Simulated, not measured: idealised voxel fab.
Documented hereafter: the process module known as voxel transistor to metal.
In the cross-section labelled cut, the width is 205 nm and each square cell is 5 nm.
In this document a cross-section is written as a grid of square cells. It is given as a series of bands, listed from the top down, and a band is one or more rows of cells.
Top height, bottom height, nm. Materials left to right, width each, nm. Single material + "all across" = fills band edge to edge. "air" = empty.
Convention: height 0 is the level below which the wafer, as received, is all one material. The lowest band does not terminate at the bottom but continues downward, represented as "0 nm and below".
Width "30 to 40": first value at the band's top row of cells, second value at its bottom row, equal change from row to row.
Basically "left unchanged" means that step didn't change any cell in the cross-section.
"Encapsulated voids" contains a list of empty spaces, each no smaller than 8 cells and without an open way to the top, written in the form width x height at distance with the distance from the left edge and all three in nm.
Past the settings on a step's line: simulator remark, on that step.
Each step line may optionally specify "overlay nm", which for a step with a mask gives the rightward distance between the mask's planned place and where it lay, a negative value indicating the leftward direction.

**The steps planned for the process are as follows**
1: RECEIVE, material Si
2: CONFORMAL_DEP, material SiO2, thk nm 5
3: CONFORMAL_DEP, material SiN, thk nm 15
4: DIRECTIONAL_DEP, material aC, thk nm 10
5: PATTERN, tone cover, mask id ACTIVE, material resist, width nm 120, thk nm 30, overlay nm 0
6: DIRECTIONAL_ETCH, etch materials aC, depth nm 10
7: STRIP, etch materials resist
8: DIRECTIONAL_ETCH, etch materials SiN, depth nm 15
9: DIRECTIONAL_ETCH, etch materials SiO2, depth nm 5
10: DIRECTIONAL_ETCH, etch materials Si, depth nm 30
11: STRIP, etch materials aC
12: FILL_DEP, material SiO2, thk nm 5
13: CMP, height nm 20
14: SELECTIVE_ETCH, etch materials SiO2, depth nm 15
15: STRIP, etch materials SiN
16: SELECTIVE_ETCH, etch materials SiO2, depth nm 5
17: OXIDIZE, depth nm 5
18: DIRECTIONAL_DEP, material polySi, thk nm 30
19: DIRECTIONAL_DEP, material SiCN, thk nm 15
20: DIRECTIONAL_DEP, material aC, thk nm 10
21: PATTERN, tone cover, mask id GATE, material resist, width nm 20, thk nm 30, overlay nm 0
22: DIRECTIONAL_ETCH, etch materials aC, depth nm 10
23: STRIP, etch materials resist
24: DIRECTIONAL_ETCH, etch materials SiCN, depth nm 25
25: DIRECTIONAL_ETCH, etch materials polySi, depth nm 40
26: STRIP, etch materials aC
27: CONFORMAL_DEP, material SiN, thk nm 10
28: DIRECTIONAL_ETCH, etch materials SiN, depth nm 10
29: DIRECTIONAL_ETCH, etch materials SiO2, depth nm 5
30: EPI, material nSi, thk nm 5
31: FILL_DEP, material SiO2, thk nm 5
32: CMP, height nm 45
33: DIRECTIONAL_DEP, material SiO2, thk nm 15
34: PATTERN, tone open, mask id CONTACT, material resist, width nm 20, pitch nm 80, thk nm 15, overlay nm 0
35: DIRECTIONAL_ETCH, etch materials SiO2, depth nm 60
36: STRIP, etch materials resist
37: CONFORMAL_DEP, material TiN, thk nm 5
38: FILL_DEP, material W, thk nm 5
39: CMP, height nm 60
40: DIRECTIONAL_DEP, material TiN, thk nm 5
41: DIRECTIONAL_DEP, material Ru, thk nm 15
42: MASKED_ETCH, tone cover, mask id METAL_1, width nm 20, pitch nm 80, etch materials Ru, depth nm 15, overlay nm 0
43: MASKED_ETCH, tone cover, mask id METAL_1, width nm 20, pitch nm 80, etch materials TiN, depth nm 5, overlay nm 0
44: FILL_DEP, material SiO2, thk nm 5
45: CMP, height nm 80
46: CONFORMAL_DEP, material SiCN, thk nm 5
47: DIRECTIONAL_DEP, material lowk, thk nm 25
48: PATTERN, tone open, mask id METAL_2_HOLES, material resist, width nm 15, pitch nm 80, thk nm 20, overlay nm 0
49: DIRECTIONAL_ETCH, etch materials lowk, depth nm 25
50: STRIP, etch materials resist
51: MASKED_ETCH, tone open, mask id METAL_2, width nm 20, pitch nm 80, etch materials lowk, depth nm 15, overlay nm 0
52: MASKED_ETCH, tone open, mask id METAL_2, width nm 20, pitch nm 80, etch materials SiCN, depth nm 5, overlay nm 0
53: CONFORMAL_DEP, material TiN, thk nm 5
54: FILL_DEP, material Cu, thk nm 10
55: CMP, height nm 110
56: CONFORMAL_DEP, material SiN, thk nm 5

**The following pertains to the first of two wafers, which was processed as planned**

**Wafer cross-section on receipt, i.e. after step 1**
	0 nm and below | Si all across
	Encapsulated voids: none

**Wafer after step 2 (cross-section)**
	5 nm to 0 nm | SiO2 all across
	Under the height 0 nothing was changed.

**Wafer after step 3 (cross-section)**
	20 nm to 5 nm | SiN all across
	Under the height 5 nothing was changed.

**Wafer after step 4 (cross-section)**
	30 nm to 20 nm | aC all across
	Under the height 20 nothing was changed.

**Wafer after step 5 (cross-section)**
	60 nm to 30 nm | air 40, resist 120, air 45
	Under the height 30 nothing was changed.

**Wafer after step 6 (cross-section)**
	50 nm to 30 nm | air 40, resist 120, air 45
	30 nm to 20 nm | air 40, aC 120, air 45
	Under the height 20 nothing was changed.

**Wafer after step 7 (cross-section)**
	30 nm to 20 nm | air 40, aC 120, air 45
	Under the height 20 nothing was changed.

**Wafer after step 8 (cross-section)**
	30 nm to 20 nm | air 40, aC 120, air 45
	20 nm to 5 nm | air 40, SiN 120, air 45
	Under the height 5 nothing was changed.

**Wafer after step 9 (cross-section)**
	30 nm to 20 nm | air 40, aC 120, air 45
	20 nm to 5 nm | air 40, SiN 120, air 45
	5 nm to 0 nm | air 40, SiO2 120, air 45
	Under the height 0 nothing was changed.

**Wafer after step 10 (cross-section)**
	30 nm to 20 nm | air 40, aC 120, air 45
	20 nm to 5 nm | air 40, SiN 120, air 45
	5 nm to 0 nm | air 40, SiO2 120, air 45
	0 nm to -30 nm | air 40, Si 120, air 45
	Under the height -30 nothing was changed.

**Wafer after step 11 (cross-section)**
	20 nm to 5 nm | air 40, SiN 120, air 45
	Under the height 5 nothing was changed.

**Wafer after step 12 (cross-section)**
	25 nm to 20 nm | SiO2 all across
	20 nm to 5 nm | SiO2 40, SiN 120, SiO2 45
	5 nm to 0 nm | SiO2 all across
	0 nm to -30 nm | SiO2 40, Si 120, SiO2 45
	Under the height -30 nothing was changed.

**Wafer after step 13 (cross-section)**
	20 nm to 5 nm | SiO2 40, SiN 120, SiO2 45
	Under the height 5 nothing was changed.

**Wafer after step 14 (cross-section)**
	20 nm to 5 nm | air 40, SiN 120, air 45
	Under the height 5 nothing was changed.

**Wafer after step 15 (cross-section)**
	5 nm to 0 nm | SiO2 all across
	Under the height 0 nothing was changed.

**Wafer after step 16 (cross-section)**
	0 nm to -30 nm | SiO2 40, Si 120, SiO2 45
	Under the height -30 nothing was changed.

**Wafer after step 17 (cross-section)**
	0 nm to -5 nm | SiO2 all across
	Under the height -5 nothing was changed.

**Wafer after step 18 (cross-section)**
	30 nm to 0 nm | polySi all across
	Under the height 0 nothing was changed.

**Wafer after step 19 (cross-section)**
	45 nm to 30 nm | SiCN all across
	Under the height 30 nothing was changed.

**Wafer after step 20 (cross-section)**
	55 nm to 45 nm | aC all across
	Under the height 45 nothing was changed.

**Wafer after step 21 (cross-section)**
	85 nm to 55 nm | air 90, resist 20, air 95
	Under the height 55 nothing was changed.

**Wafer after step 22 (cross-section)**
	75 nm to 55 nm | air 90, resist 20, air 95
	55 nm to 45 nm | air 90, aC 20, air 95
	Under the height 45 nothing was changed.

**Wafer after step 23 (cross-section)**
	55 nm to 45 nm | air 90, aC 20, air 95
	Under the height 45 nothing was changed.

**Wafer after step 24 (cross-section)**
	55 nm to 45 nm | air 90, aC 20, air 95
	45 nm to 30 nm | air 90, SiCN 20, air 95
	Under the height 30 nothing was changed.

**Wafer after step 25 (cross-section)**
	55 nm to 45 nm | air 90, aC 20, air 95
	45 nm to 30 nm | air 90, SiCN 20, air 95
	30 nm to 0 nm | air 90, polySi 20, air 95
	Under the height 0 nothing was changed.

**Wafer after step 26 (cross-section)**
	45 nm to 30 nm | air 90, SiCN 20, air 95
	Under the height 30 nothing was changed.

**Wafer after step 27 (cross-section)**
	55 nm to 45 nm | air 80, SiN 40, air 85
	45 nm to 30 nm | air 80, SiN 10, SiCN 20, SiN 10, air 85
	30 nm to 10 nm | air 80, SiN 10, polySi 20, SiN 10, air 85
	10 nm to 0 nm | SiN 90, polySi 20, SiN 95
	Under the height 0 nothing was changed.

**Wafer after step 28 (cross-section)**
	45 nm to 30 nm | air 80, SiN 10, SiCN 20, SiN 10, air 85
	30 nm to 0 nm | air 80, SiN 10, polySi 20, SiN 10, air 85
	Under the height 0 nothing was changed.

**Wafer after step 29 (cross-section)**
	45 nm to 30 nm | air 80, SiN 10, SiCN 20, SiN 10, air 85
	30 nm to 0 nm | air 80, SiN 10, polySi 20, SiN 10, air 85
	0 nm to -5 nm | air 80, SiO2 40, air 85
	Under the height -5 nothing was changed.

**Wafer after step 30 (cross-section)**
	45 nm to 30 nm | air 80, SiN 10, SiCN 20, SiN 10, air 85
	30 nm to 0 nm | air 80, SiN 10, polySi 20, SiN 10, air 85
	0 nm to -5 nm | air 35, nSi 45, SiO2 40, nSi 45, air 40
	Under the height -5 nothing was changed.

**Wafer after step 31 (cross-section)**
	50 nm to 45 nm | SiO2 all across
	45 nm to 30 nm | SiO2 80, SiN 10, SiCN 20, SiN 10, SiO2 85
	30 nm to 0 nm | SiO2 80, SiN 10, polySi 20, SiN 10, SiO2 85
	0 nm to -5 nm | SiO2 35, nSi 45, SiO2 40, nSi 45, SiO2 40
	Under the height -5 nothing was changed.

**Wafer after step 32 (cross-section)**
	45 nm to 30 nm | SiO2 80, SiN 10, SiCN 20, SiN 10, SiO2 85
	Under the height 30 nothing was changed.

**Wafer after step 33 (cross-section)**
	60 nm to 45 nm | SiO2 all across
	Under the height 45 nothing was changed.

**Wafer after step 34 (cross-section)**
	75 nm to 60 nm | resist 50, air 20, resist 60, air 20, resist 55
	Under the height 60 nothing was changed.

**Wafer after step 35 (cross-section)**
	75 nm to 60 nm | resist 50, air 20, resist 60, air 20, resist 55
	60 nm to 45 nm | SiO2 50, air 20, SiO2 60, air 20, SiO2 55
	45 nm to 30 nm | SiO2 50, air 20, SiO2 10, SiN 10, SiCN 20, SiN 10, SiO2 10, air 20, SiO2 55
	30 nm to 0 nm | SiO2 50, air 20, SiO2 10, SiN 10, polySi 20, SiN 10, SiO2 10, air 20, SiO2 55
	Under the height 0 nothing was changed.

**Wafer after step 36 (cross-section)**
	60 nm to 45 nm | SiO2 50, air 20, SiO2 60, air 20, SiO2 55
	Under the height 45 nothing was changed.

**Wafer after step 37 (cross-section)**
	65 nm to 60 nm | TiN 55, air 10, TiN 70, air 10, TiN 60
	60 nm to 45 nm | SiO2 50, TiN 5, air 10, TiN 5, SiO2 60, TiN 5, air 10, TiN 5, SiO2 55
	45 nm to 30 nm | SiO2 50, TiN 5, air 10, TiN 5, SiO2 10, SiN 10, SiCN 20, SiN 10, SiO2 10, TiN 5, air 10, TiN 5, SiO2 55
	30 nm to 5 nm | SiO2 50, TiN 5, air 10, TiN 5, SiO2 10, SiN 10, polySi 20, SiN 10, SiO2 10, TiN 5, air 10, TiN 5, SiO2 55
	5 nm to 0 nm | SiO2 50, TiN 20, SiO2 10, SiN 10, polySi 20, SiN 10, SiO2 10, TiN 20, SiO2 55
	Under the height 0 nothing was changed.

**Wafer after step 38 (cross-section)**
	70 nm to 65 nm | W all across
	65 nm to 60 nm | TiN 55, W 10, TiN 70, W 10, TiN 60
	60 nm to 45 nm | SiO2 50, TiN 5, W 10, TiN 5, SiO2 60, TiN 5, W 10, TiN 5, SiO2 55
	45 nm to 30 nm | SiO2 50, TiN 5, W 10, TiN 5, SiO2 10, SiN 10, SiCN 20, SiN 10, SiO2 10, TiN 5, W 10, TiN 5, SiO2 55
	30 nm to 5 nm | SiO2 50, TiN 5, W 10, TiN 5, SiO2 10, SiN 10, polySi 20, SiN 10, SiO2 10, TiN 5, W 10, TiN 5, SiO2 55
	Under the height 5 nothing was changed.

**Wafer after step 39 (cross-section)**
	60 nm to 45 nm | SiO2 50, TiN 5, W 10, TiN 5, SiO2 60, TiN 5, W 10, TiN 5, SiO2 55
	Under the height 45 nothing was changed.

**Wafer after step 40 (cross-section)**
	65 nm to 60 nm | TiN all across
	Under the height 60 nothing was changed.

**Wafer after step 41 (cross-section)**
	80 nm to 65 nm | Ru all across
	Under the height 65 nothing was changed.

**Wafer after step 42 (cross-section)**
	80 nm to 65 nm | air 50, Ru 20, air 60, Ru 20, air 55
	Under the height 65 nothing was changed.

**Wafer after step 43 (cross-section)**
	80 nm to 65 nm | air 50, Ru 20, air 60, Ru 20, air 55
	65 nm to 60 nm | air 50, TiN 20, air 60, TiN 20, air 55
	Under the height 60 nothing was changed.

**Wafer after step 44 (cross-section)**
	85 nm to 80 nm | SiO2 all across
	80 nm to 65 nm | SiO2 50, Ru 20, SiO2 60, Ru 20, SiO2 55
	65 nm to 60 nm | SiO2 50, TiN 20, SiO2 60, TiN 20, SiO2 55
	Under the height 60 nothing was changed.

**Wafer after step 45 (cross-section)**
	80 nm to 65 nm | SiO2 50, Ru 20, SiO2 60, Ru 20, SiO2 55
	Under the height 65 nothing was changed.

**Wafer after step 46 (cross-section)**
	85 nm to 80 nm | SiCN all across
	Under the height 80 nothing was changed.

**Wafer after step 47 (cross-section)**
	110 nm to 85 nm | lowk all across
	Under the height 85 nothing was changed.

**Wafer after step 48 (cross-section)**
	130 nm to 110 nm | resist 50, air 15, resist 65, air 15, resist 60
	Under the height 110 nothing was changed.

**Wafer after step 49 (cross-section)**
	130 nm to 110 nm | resist 50, air 15, resist 65, air 15, resist 60
	110 nm to 85 nm | lowk 50, air 15, lowk 65, air 15, lowk 60
	Under the height 85 nothing was changed.

**Wafer after step 50 (cross-section)**
	110 nm to 85 nm | lowk 50, air 15, lowk 65, air 15, lowk 60
	Under the height 85 nothing was changed.

**Wafer after step 51 (cross-section)**
	110 nm to 95 nm | lowk 50, air 20, lowk 60, air 20, lowk 55
	Under the height 95 nothing was changed.

**Wafer after step 52 (cross-section)**
	110 nm to 95 nm | lowk 50, air 20, lowk 60, air 20, lowk 55
	95 nm to 85 nm | lowk 50, air 15, lowk 65, air 15, lowk 60
	85 nm to 80 nm | SiCN 50, air 15, SiCN 65, air 15, SiCN 60
	Under the height 80 nothing was changed.

**Wafer after step 53 (cross-section)**
	115 nm to 110 nm | TiN 55, air 10, TiN 70, air 10, TiN 60
	110 nm to 100 nm | lowk 50, TiN 5, air 10, TiN 5, lowk 60, TiN 5, air 10, TiN 5, lowk 55
	100 nm to 95 nm | lowk 50, TiN 5, air 5, TiN 10, lowk 60, TiN 5, air 5, TiN 10, lowk 55
	95 nm to 85 nm | lowk 50, TiN 5, air 5, TiN 5, lowk 65, TiN 5, air 5, TiN 5, lowk 60
	85 nm to 80 nm | SiCN 50, TiN 15, SiCN 65, TiN 15, SiCN 60
	Under the height 80 nothing was changed.

**Wafer after step 54 (cross-section)**
	125 nm to 115 nm | Cu all across
	115 nm to 110 nm | TiN 55, Cu 10, TiN 70, Cu 10, TiN 60
	110 nm to 100 nm | lowk 50, TiN 5, Cu 10, TiN 5, lowk 60, TiN 5, Cu 10, TiN 5, lowk 55
	100 nm to 95 nm | lowk 50, TiN 5, Cu 5, TiN 10, lowk 60, TiN 5, Cu 5, TiN 10, lowk 55
	95 nm to 85 nm | lowk 50, TiN 5, Cu 5, TiN 5, lowk 65, TiN 5, Cu 5, TiN 5, lowk 60
	Under the height 85 nothing was changed.

**Wafer after step 55 (cross-section)**
	110 nm to 100 nm | lowk 50, TiN 5, Cu 10, TiN 5, lowk 60, TiN 5, Cu 10, TiN 5, lowk 55
	Under the height 100 nothing was changed.

**Wafer after step 56 (cross-section)**
	115 nm to 110 nm | SiN all across
	Under the height 110 nothing was changed.

**The second wafer was prepared from the same starting point and under the same plan as the first; its processing contained one mistake, and it remains indistinguishable from the first wafer up to and including step 32**

**Cross-section of the second wafer when, according to plan, step 33 should have finished**
	50 nm to 45 nm | SiO2 all across
	Under the height 45 nothing was changed.

**Cross-section of the second wafer when, according to plan, step 34 should have finished**
	65 nm to 50 nm | resist 50, air 20, resist 60, air 20, resist 55
	Under the height 50 nothing was changed.

**Cross-section of the second wafer when, according to plan, step 35 should have finished**
	65 nm to 50 nm | resist 50, air 20, resist 60, air 20, resist 55
	50 nm to 45 nm | SiO2 50, air 20, SiO2 60, air 20, SiO2 55
	45 nm to 30 nm | SiO2 50, air 20, SiO2 10, SiN 10, SiCN 20, SiN 10, SiO2 10, air 20, SiO2 55
	30 nm to 0 nm | SiO2 50, air 20, SiO2 10, SiN 10, polySi 20, SiN 10, SiO2 10, air 20, SiO2 55
	Under the height 0 nothing was changed.

**Cross-section of the second wafer when, according to plan, step 36 should have finished**
	50 nm to 45 nm | SiO2 50, air 20, SiO2 60, air 20, SiO2 55
	Under the height 45 nothing was changed.

**Cross-section of the second wafer when, according to plan, step 37 should have finished**
	55 nm to 50 nm | TiN 55, air 10, TiN 70, air 10, TiN 60
	50 nm to 45 nm | SiO2 50, TiN 5, air 10, TiN 5, SiO2 60, TiN 5, air 10, TiN 5, SiO2 55
	45 nm to 30 nm | SiO2 50, TiN 5, air 10, TiN 5, SiO2 10, SiN 10, SiCN 20, SiN 10, SiO2 10, TiN 5, air 10, TiN 5, SiO2 55
	30 nm to 5 nm | SiO2 50, TiN 5, air 10, TiN 5, SiO2 10, SiN 10, polySi 20, SiN 10, SiO2 10, TiN 5, air 10, TiN 5, SiO2 55
	5 nm to 0 nm | SiO2 50, TiN 20, SiO2 10, SiN 10, polySi 20, SiN 10, SiO2 10, TiN 20, SiO2 55
	Under the height 0 nothing was changed.

**Cross-section of the second wafer when, according to plan, step 38 should have finished**
	60 nm to 55 nm | W all across
	55 nm to 50 nm | TiN 55, W 10, TiN 70, W 10, TiN 60
	50 nm to 45 nm | SiO2 50, TiN 5, W 10, TiN 5, SiO2 60, TiN 5, W 10, TiN 5, SiO2 55
	45 nm to 30 nm | SiO2 50, TiN 5, W 10, TiN 5, SiO2 10, SiN 10, SiCN 20, SiN 10, SiO2 10, TiN 5, W 10, TiN 5, SiO2 55
	30 nm to 5 nm | SiO2 50, TiN 5, W 10, TiN 5, SiO2 10, SiN 10, polySi 20, SiN 10, SiO2 10, TiN 5, W 10, TiN 5, SiO2 55
	Under the height 5 nothing was changed.

Cross-section of the second wafer when, according to plan, step 39 should have finished: left unchanged

**Cross-section of the second wafer when, according to plan, step 40 should have finished**
	65 nm to 60 nm | TiN all across
	Under the height 60 nothing was changed.

**Cross-section of the second wafer when, according to plan, step 41 should have finished**
	80 nm to 65 nm | Ru all across
	Under the height 65 nothing was changed.

**Cross-section of the second wafer when, according to plan, step 42 should have finished**
	80 nm to 65 nm | air 50, Ru 20, air 60, Ru 20, air 55
	Under the height 65 nothing was changed.

**Cross-section of the second wafer when, according to plan, step 43 should have finished**
	80 nm to 65 nm | air 50, Ru 20, air 60, Ru 20, air 55
	65 nm to 60 nm | air 50, TiN 20, air 60, TiN 20, air 55
	Under the height 60 nothing was changed.

**Cross-section of the second wafer when, according to plan, step 44 should have finished**
	85 nm to 80 nm | SiO2 all across
	80 nm to 65 nm | SiO2 50, Ru 20, SiO2 60, Ru 20, SiO2 55
	65 nm to 60 nm | SiO2 50, TiN 20, SiO2 60, TiN 20, SiO2 55
	Under the height 60 nothing was changed.

**Cross-section of the second wafer when, according to plan, step 45 should have finished**
	80 nm to 65 nm | SiO2 50, Ru 20, SiO2 60, Ru 20, SiO2 55
	Under the height 65 nothing was changed.

**Cross-section of the second wafer when, according to plan, step 46 should have finished**
	85 nm to 80 nm | SiCN all across
	Under the height 80 nothing was changed.

**Cross-section of the second wafer when, according to plan, step 47 should have finished**
	110 nm to 85 nm | lowk all across
	Under the height 85 nothing was changed.

**Cross-section of the second wafer when, according to plan, step 48 should have finished**
	130 nm to 110 nm | resist 50, air 15, resist 65, air 15, resist 60
	Under the height 110 nothing was changed.

**Cross-section of the second wafer when, according to plan, step 49 should have finished**
	130 nm to 110 nm | resist 50, air 15, resist 65, air 15, resist 60
	110 nm to 85 nm | lowk 50, air 15, lowk 65, air 15, lowk 60
	Under the height 85 nothing was changed.

**Cross-section of the second wafer when, according to plan, step 50 should have finished**
	110 nm to 85 nm | lowk 50, air 15, lowk 65, air 15, lowk 60
	Under the height 85 nothing was changed.

**Cross-section of the second wafer when, according to plan, step 51 should have finished**
	110 nm to 95 nm | lowk 50, air 20, lowk 60, air 20, lowk 55
	Under the height 95 nothing was changed.

**Cross-section of the second wafer when, according to plan, step 52 should have finished**
	110 nm to 95 nm | lowk 50, air 20, lowk 60, air 20, lowk 55
	95 nm to 85 nm | lowk 50, air 15, lowk 65, air 15, lowk 60
	85 nm to 80 nm | SiCN 50, air 15, SiCN 65, air 15, SiCN 60
	Under the height 80 nothing was changed.

**Cross-section of the second wafer when, according to plan, step 53 should have finished**
	115 nm to 110 nm | TiN 55, air 10, TiN 70, air 10, TiN 60
	110 nm to 100 nm | lowk 50, TiN 5, air 10, TiN 5, lowk 60, TiN 5, air 10, TiN 5, lowk 55
	100 nm to 95 nm | lowk 50, TiN 5, air 5, TiN 10, lowk 60, TiN 5, air 5, TiN 10, lowk 55
	95 nm to 85 nm | lowk 50, TiN 5, air 5, TiN 5, lowk 65, TiN 5, air 5, TiN 5, lowk 60
	85 nm to 80 nm | SiCN 50, TiN 15, SiCN 65, TiN 15, SiCN 60
	Under the height 80 nothing was changed.

**Cross-section of the second wafer when, according to plan, step 54 should have finished**
	125 nm to 115 nm | Cu all across
	115 nm to 110 nm | TiN 55, Cu 10, TiN 70, Cu 10, TiN 60
	110 nm to 100 nm | lowk 50, TiN 5, Cu 10, TiN 5, lowk 60, TiN 5, Cu 10, TiN 5, lowk 55
	100 nm to 95 nm | lowk 50, TiN 5, Cu 5, TiN 10, lowk 60, TiN 5, Cu 5, TiN 10, lowk 55
	95 nm to 85 nm | lowk 50, TiN 5, Cu 5, TiN 5, lowk 65, TiN 5, Cu 5, TiN 5, lowk 60
	Under the height 85 nothing was changed.

**Cross-section of the second wafer when, according to plan, step 55 should have finished**
	110 nm to 100 nm | lowk 50, TiN 5, Cu 10, TiN 5, lowk 60, TiN 5, Cu 10, TiN 5, lowk 55
	Under the height 100 nothing was changed.

**Cross-section of the second wafer when, according to plan, step 56 should have finished**
	115 nm to 110 nm | SiN all across
	Under the height 110 nothing was changed.
Which mistake was made when the wafer was run? step 33 ran differently from the plan; actual operation with settings: DIRECTIONAL_DEP, material SiO2, thk nm 5
Per the end-of-run cell counts, the second wafer holds more or fewer of some materials than the first: SiO2: 66 fewer | TiN: 29 more | W: 37 more
